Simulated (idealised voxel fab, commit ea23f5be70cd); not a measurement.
The process module presented herein is designated voxel air gaps.
For reference, the cross-section in this document is cut, with width 285 nm and square cells of 5 nm.
When this document writes out a cross-section, it uses a grid of square cells and lists it as bands, beginning at the top and moving down, with a band standing for one or more rows of cells.
Read a band's entry like this: the first values are the height of its top and the height of its bottom in nm, and what follows is the sequence of materials from left to right, each with its width in nm. Note that "empty" is empty space, and that a single material marked "all across" reaches across the band from edge to edge.
Convention: height 0 is the level below which the wafer, as received, is all one material. The lowest band does not terminate at the bottom but continues downward, represented as "0..down".
A two-number width, for instance "30 to 40", indicates that the width is equal to the first number in the top row of the band and to the second number in the bottom row, and that it changes by a constant amount per row of cells.
"no alteration" for a step: no cell of the cross-section changed in that step.
So "Entrapped void list" is basically the list of trapped voids: any empty space of 8 cells or more that can't reach the top through an opening. They're written width x height at distance, the distance being from the left edge, and it's all nm.
It should be noted that, on the line of a given step, the content following the step's settings is a remark produced by the simulator itself with respect to that step.
overlay nm: mask right of planned place by this much (step with mask). Neg. = left.
## The process steps that were planned are listed below
1. RECEIVE | material Si
2. CONFORMAL_DEP | material SiO2 | thk nm 10
3. CONFORMAL_DEP | material SiN | thk nm 5
4. DIRECTIONAL_DEP | material SiO2 | thk nm 30
5. DIRECTIONAL_DEP | material aC | thk nm 15
6. PATTERN | tone open | mask id LINES | material resist | width nm 25 | pitch nm 50 | thk nm 30 | overlay nm 0
7. DIRECTIONAL_ETCH | etch materials aC | depth nm 15
8. STRIP | etch materials resist
9. DIRECTIONAL_ETCH | etch materials SiO2 | depth nm 30
10. STRIP | etch materials aC
11. CONFORMAL_DEP | material TiN | thk nm 5
12. FILL_DEP | material Cu | thk nm 5
13. CMP | height nm 45
14. EPI | material Ru | thk nm 10
15. SELECTIVE_ETCH | etch materials SiO2 | depth nm 40
16. CONFORMAL_DEP | material SiN | thk nm 5
## The first of a set of two wafers, run to plan
## Cross-section of the wafer at receipt, which is the condition after step 1
	0..down  Si all across
	Entrapped void list: none
## Step 2 complete: cross-section through the wafer
	10..0  SiO2 all across
	Below a height of 0, the structure has not been altered.
## Step 3 complete: cross-section through the wafer
	15..10  SiN all across
	Below a height of 10, the structure has not been altered.
## Step 4 complete: cross-section through the wafer
	45..15  SiO2 all across
	Below a height of 15, the structure has not been altered.
## Step 5 complete: cross-section through the wafer
	60..45  aC all across
	Below a height of 45, the structure has not been altered.
## Step 6 complete: cross-section through the wafer
	90..60  55 of resist, then 25 of empty, then 25 of resist, then 25 of empty, then 25 of resist, then 25 of empty, then 25 of resist, then 25 of empty, then 55 of resist
	Below a height of 60, the structure has not been altered.
## Step 7 complete: cross-section through the wafer
	75..60  55 of resist, then 25 of empty, then 25 of resist, then 25 of empty, then 25 of resist, then 25 of empty, then 25 of resist, then 25 of empty, then 55 of resist
	60..45  55 of aC, then 25 of empty, then 25 of aC, then 25 of empty, then 25 of aC, then 25 of empty, then 25 of aC, then 25 of empty, then 55 of aC
	Below a height of 45, the structure has not been altered.
## Step 8 complete: cross-section through the wafer
	60..45  55 of aC, then 25 of empty, then 25 of aC, then 25 of empty, then 25 of aC, then 25 of empty, then 25 of aC, then 25 of empty, then 55 of aC
	Below a height of 45, the structure has not been altered.
## Step 9 complete: cross-section through the wafer
	60..45  55 of aC, then 25 of empty, then 25 of aC, then 25 of empty, then 25 of aC, then 25 of empty, then 25 of aC, then 25 of empty, then 55 of aC
	45..15  55 of SiO2, then 25 of empty, then 25 of SiO2, then 25 of empty, then 25 of SiO2, then 25 of empty, then 25 of SiO2, then 25 of empty, then 55 of SiO2
	Below a height of 15, the structure has not been altered.
## Step 10 complete: cross-section through the wafer
	45..15  55 of SiO2, then 25 of empty, then 25 of SiO2, then 25 of empty, then 25 of SiO2, then 25 of empty, then 25 of SiO2, then 25 of empty, then 55 of SiO2
	Below a height of 15, the structure has not been altered.
## Step 11 complete: cross-section through the wafer
	50..45  60 of TiN, then 15 of empty, then 35 of TiN, then 15 of empty, then 35 of TiN, then 15 of empty, then 35 of TiN, then 15 of empty, then 60 of TiN
	45..20  55 of SiO2, then 5 of TiN, then 15 of empty, then 5 of TiN, then 25 of SiO2, then 5 of TiN, then 15 of empty, then 5 of TiN, then 25 of SiO2, then 5 of TiN, then 15 of empty, then 5 of TiN, then 25 of SiO2, then 5 of TiN, then 15 of empty, then 5 of TiN, then 55 of SiO2
	20..15  55 of SiO2, then 25 of TiN, then 25 of SiO2, then 25 of TiN, then 25 of SiO2, then 25 of TiN, then 25 of SiO2, then 25 of TiN, then 55 of SiO2
	Below a height of 15, the structure has not been altered.
## Step 12 complete: cross-section through the wafer
	55..50  Cu all across
	50..45  60 of TiN, then 15 of Cu, then 35 of TiN, then 15 of Cu, then 35 of TiN, then 15 of Cu, then 35 of TiN, then 15 of Cu, then 60 of TiN
	45..20  55 of SiO2, then 5 of TiN, then 15 of Cu, then 5 of TiN, then 25 of SiO2, then 5 of TiN, then 15 of Cu, then 5 of TiN, then 25 of SiO2, then 5 of TiN, then 15 of Cu, then 5 of TiN, then 25 of SiO2, then 5 of TiN, then 15 of Cu, then 5 of TiN, then 55 of SiO2
	Below a height of 20, the structure has not been altered.
## Step 13 complete: cross-section through the wafer
	45..20  55 of SiO2, then 5 of TiN, then 15 of Cu, then 5 of TiN, then 25 of SiO2, then 5 of TiN, then 15 of Cu, then 5 of TiN, then 25 of SiO2, then 5 of TiN, then 15 of Cu, then 5 of TiN, then 25 of SiO2, then 5 of TiN, then 15 of Cu, then 5 of TiN, then 55 of SiO2
	Below a height of 20, the structure has not been altered.
## Step 14 complete: cross-section through the wafer
	55..45  45 of empty, then 45 of Ru, then 5 of empty, then 45 of Ru, then 5 of empty, then 45 of Ru, then 5 of empty, then 45 of Ru, then 45 of empty
	Below a height of 45, the structure has not been altered.
## Step 15 complete: cross-section through the wafer
	55..45  45 of empty, then 45 of Ru, then 5 of empty, then 45 of Ru, then 5 of empty, then 45 of Ru, then 5 of empty, then 45 of Ru, then 45 of empty
	45..20  55 of empty, then 5 of TiN, then 15 of Cu, then 5 of TiN, then 25 of empty, then 5 of TiN, then 15 of Cu, then 5 of TiN, then 25 of empty, then 5 of TiN, then 15 of Cu, then 5 of TiN, then 25 of empty, then 5 of TiN, then 15 of Cu, then 5 of TiN, then 55 of empty
	20..15  55 of empty, then 25 of TiN, then 25 of empty, then 25 of TiN, then 25 of empty, then 25 of TiN, then 25 of empty, then 25 of TiN, then 55 of empty
	Below a height of 15, the structure has not been altered.
## Step 16 complete: cross-section through the wafer
	60..55  40 of empty, then 205 of SiN, then 40 of empty
	55..45  40 of empty, then 5 of SiN, then 45 of Ru, then 5 of SiN, then 45 of Ru, then 5 of SiN, then 45 of Ru, then 5 of SiN, then 45 of Ru, then 5 of SiN, then 40 of empty
	45..40  40 of empty, then 15 of SiN, then 5 of TiN, then 15 of Cu, then 5 of TiN, then 25 of SiN, then 5 of TiN, then 15 of Cu, then 5 of TiN, then 25 of SiN, then 5 of TiN, then 15 of Cu, then 5 of TiN, then 25 of SiN, then 5 of TiN, then 15 of Cu, then 5 of TiN, then 15 of SiN, then 40 of empty
	40..20  50 of empty, then 5 of SiN, then 5 of TiN, then 15 of Cu, then 5 of TiN, then 5 of SiN, then 15 of empty, then 5 of SiN, then 5 of TiN, then 15 of Cu, then 5 of TiN, then 5 of SiN, then 15 of empty, then 5 of SiN, then 5 of TiN, then 15 of Cu, then 5 of TiN, then 5 of SiN, then 15 of empty, then 5 of SiN, then 5 of TiN, then 15 of Cu, then 5 of TiN, then 5 of SiN, then 50 of empty
	20..15  55 of SiN, then 25 of TiN, then 25 of SiN, then 25 of TiN, then 25 of SiN, then 25 of TiN, then 25 of SiN, then 25 of TiN, then 55 of SiN
	Below a height of 15, the structure has not been altered.
	Entrapped void list: 15 x 20 at 85; 15 x 20 at 135; 15 x 20 at 185
## Now the other wafer: same start, same recipe, but we messed up one thing when running it. Up to and including step 1 it's the same as the first one
## The second wafer cut through, at the time step 2 was supposed to be finished
	5..0  SiN all across
	Below a height of 0, the structure has not been altered.
## The second wafer cut through, at the time step 3 was supposed to be finished
	15..5  SiO2 all across
	Below a height of 5, the structure has not been altered.
## The second wafer cut through, at the time step 4 was supposed to be finished
	45..5  SiO2 all across
	Below a height of 5, the structure has not been altered.
## The second wafer cut through, at the time step 5 was supposed to be finished
	60..45  aC all across
	Below a height of 45, the structure has not been altered.
## The second wafer cut through, at the time step 6 was supposed to be finished
	90..60  55 of resist, then 25 of empty, then 25 of resist, then 25 of empty, then 25 of resist, then 25 of empty, then 25 of resist, then 25 of empty, then 55 of resist
	Below a height of 60, the structure has not been altered.
## The second wafer cut through, at the time step 7 was supposed to be finished
	75..60  55 of resist, then 25 of empty, then 25 of resist, then 25 of empty, then 25 of resist, then 25 of empty, then 25 of resist, then 25 of empty, then 55 of resist
	60..45  55 of aC, then 25 of empty, then 25 of aC, then 25 of empty, then 25 of aC, then 25 of empty, then 25 of aC, then 25 of empty, then 55 of aC
	Below a height of 45, the structure has not been altered.
## The second wafer cut through, at the time step 8 was supposed to be finished
	60..45  55 of aC, then 25 of empty, then 25 of aC, then 25 of empty, then 25 of aC, then 25 of empty, then 25 of aC, then 25 of empty, then 55 of aC
	Below a height of 45, the structure has not been altered.
## The second wafer cut through, at the time step 9 was supposed to be finished
	60..45  55 of aC, then 25 of empty, then 25 of aC, then 25 of empty, then 25 of aC, then 25 of empty, then 25 of aC, then 25 of empty, then 55 of aC
	45..15  55 of SiO2, then 25 of empty, then 25 of SiO2, then 25 of empty, then 25 of SiO2, then 25 of empty, then 25 of SiO2, then 25 of empty, then 55 of SiO2
	Below a height of 15, the structure has not been altered.
## The second wafer cut through, at the time step 10 was supposed to be finished
	45..15  55 of SiO2, then 25 of empty, then 25 of SiO2, then 25 of empty, then 25 of SiO2, then 25 of empty, then 25 of SiO2, then 25 of empty, then 55 of SiO2
	Below a height of 15, the structure has not been altered.
## The second wafer cut through, at the time step 11 was supposed to be finished
	50..45  60 of TiN, then 15 of empty, then 35 of TiN, then 15 of empty, then 35 of TiN, then 15 of empty, then 35 of TiN, then 15 of empty, then 60 of TiN
	45..20  55 of SiO2, then 5 of TiN, then 15 of empty, then 5 of TiN, then 25 of SiO2, then 5 of TiN, then 15 of empty, then 5 of TiN, then 25 of SiO2, then 5 of TiN, then 15 of empty, then 5 of TiN, then 25 of SiO2, then 5 of TiN, then 15 of empty, then 5 of TiN, then 55 of SiO2
	20..15  55 of SiO2, then 25 of TiN, then 25 of SiO2, then 25 of TiN, then 25 of SiO2, then 25 of TiN, then 25 of SiO2, then 25 of TiN, then 55 of SiO2
	Below a height of 15, the structure has not been altered.
## The second wafer cut through, at the time step 12 was supposed to be finished
	55..50  Cu all across
	50..45  60 of TiN, then 15 of Cu, then 35 of TiN, then 15 of Cu, then 35 of TiN, then 15 of Cu, then 35 of TiN, then 15 of Cu, then 60 of TiN
	45..20  55 of SiO2, then 5 of TiN, then 15 of Cu, then 5 of TiN, then 25 of SiO2, then 5 of TiN, then 15 of Cu, then 5 of TiN, then 25 of SiO2, then 5 of TiN, then 15 of Cu, then 5 of TiN, then 25 of SiO2, then 5 of TiN, then 15 of Cu, then 5 of TiN, then 55 of SiO2
	Below a height of 20, the structure has not been altered.
## The second wafer cut through, at the time step 13 was supposed to be finished
	45..20  55 of SiO2, then 5 of TiN, then 15 of Cu, then 5 of TiN, then 25 of SiO2, then 5 of TiN, then 15 of Cu, then 5 of TiN, then 25 of SiO2, then 5 of TiN, then 15 of Cu, then 5 of TiN, then 25 of SiO2, then 5 of TiN, then 15 of Cu, then 5 of TiN, then 55 of SiO2
	Below a height of 20, the structure has not been altered.
## The second wafer cut through, at the time step 14 was supposed to be finished
	55..45  45 of empty, then 45 of Ru, then 5 of empty, then 45 of Ru, then 5 of empty, then 45 of Ru, then 5 of empty, then 45 of Ru, then 45 of empty
	Below a height of 45, the structure has not been altered.
## The second wafer cut through, at the time step 15 was supposed to be finished
	55..45  45 of empty, then 45 of Ru, then 5 of empty, then 45 of Ru, then 5 of empty, then 45 of Ru, then 5 of empty, then 45 of Ru, then 45 of empty
	45..20  55 of empty, then 5 of TiN, then 15 of Cu, then 5 of TiN, then 25 of empty, then 5 of TiN, then 15 of Cu, then 5 of TiN, then 25 of empty, then 5 of TiN, then 15 of Cu, then 5 of TiN, then 25 of empty, then 5 of TiN, then 15 of Cu, then 5 of TiN, then 55 of empty
	20..15  55 of empty, then 25 of TiN, then 25 of empty, then 25 of TiN, then 25 of empty, then 25 of TiN, then 25 of empty, then 25 of TiN, then 55 of empty
	15..5  65 of empty, then 5 of SiO2, then 45 of empty, then 5 of SiO2, then 45 of empty, then 5 of SiO2, then 45 of empty, then 5 of SiO2, then 65 of empty
	Below a height of 5, the structure has not been altered.
## The second wafer cut through, at the time step 16 was supposed to be finished
	60..55  40 of empty, then 205 of SiN, then 40 of empty
	55..45  40 of empty, then 5 of SiN, then 45 of Ru, then 5 of SiN, then 45 of Ru, then 5 of SiN, then 45 of Ru, then 5 of SiN, then 45 of Ru, then 5 of SiN, then 40 of empty
	45..40  40 of empty, then 15 of SiN, then 5 of TiN, then 15 of Cu, then 5 of TiN, then 25 of SiN, then 5 of TiN, then 15 of Cu, then 5 of TiN, then 25 of SiN, then 5 of TiN, then 15 of Cu, then 5 of TiN, then 25 of SiN, then 5 of TiN, then 15 of Cu, then 5 of TiN, then 15 of SiN, then 40 of empty
	40..20  50 of empty, then 5 of SiN, then 5 of TiN, then 15 of Cu, then 5 of TiN, then 5 of SiN, then 15 of empty, then 5 of SiN, then 5 of TiN, then 15 of Cu, then 5 of TiN, then 5 of SiN, then 15 of empty, then 5 of SiN, then 5 of TiN, then 15 of Cu, then 5 of TiN, then 5 of SiN, then 15 of empty, then 5 of SiN, then 5 of TiN, then 15 of Cu, then 5 of TiN, then 5 of SiN, then 50 of empty
	20..15  50 of empty, then 5 of SiN, then 25 of TiN, then 5 of SiN, then 15 of empty, then 5 of SiN, then 25 of TiN, then 5 of SiN, then 15 of empty, then 5 of SiN, then 25 of TiN, then 5 of SiN, then 15 of empty, then 5 of SiN, then 25 of TiN, then 5 of SiN, then 50 of empty
	15..10  50 of empty, then 15 of SiN, then 5 of SiO2, then 15 of SiN, then 15 of empty, then 15 of SiN, then 5 of SiO2, then 15 of SiN, then 15 of empty, then 15 of SiN, then 5 of SiO2, then 15 of SiN, then 15 of empty, then 15 of SiN, then 5 of SiO2, then 15 of SiN, then 50 of empty
	10..5  65 of SiN, then 5 of SiO2, then 45 of SiN, then 5 of SiO2, then 45 of SiN, then 5 of SiO2, then 45 of SiN, then 5 of SiO2, then 65 of SiN
	Below a height of 5, the structure has not been altered.
	Entrapped void list: 15 x 30 at 85; 15 x 30 at 135; 15 x 30 at 185
What went wrong in running the wafer? steps 2 and 3 got flipped, so each one ran where the other should have
The second wafer ends with more or fewer cells of some materials than the first, per final count: 48 more of SiN; 106 fewer of SiO2
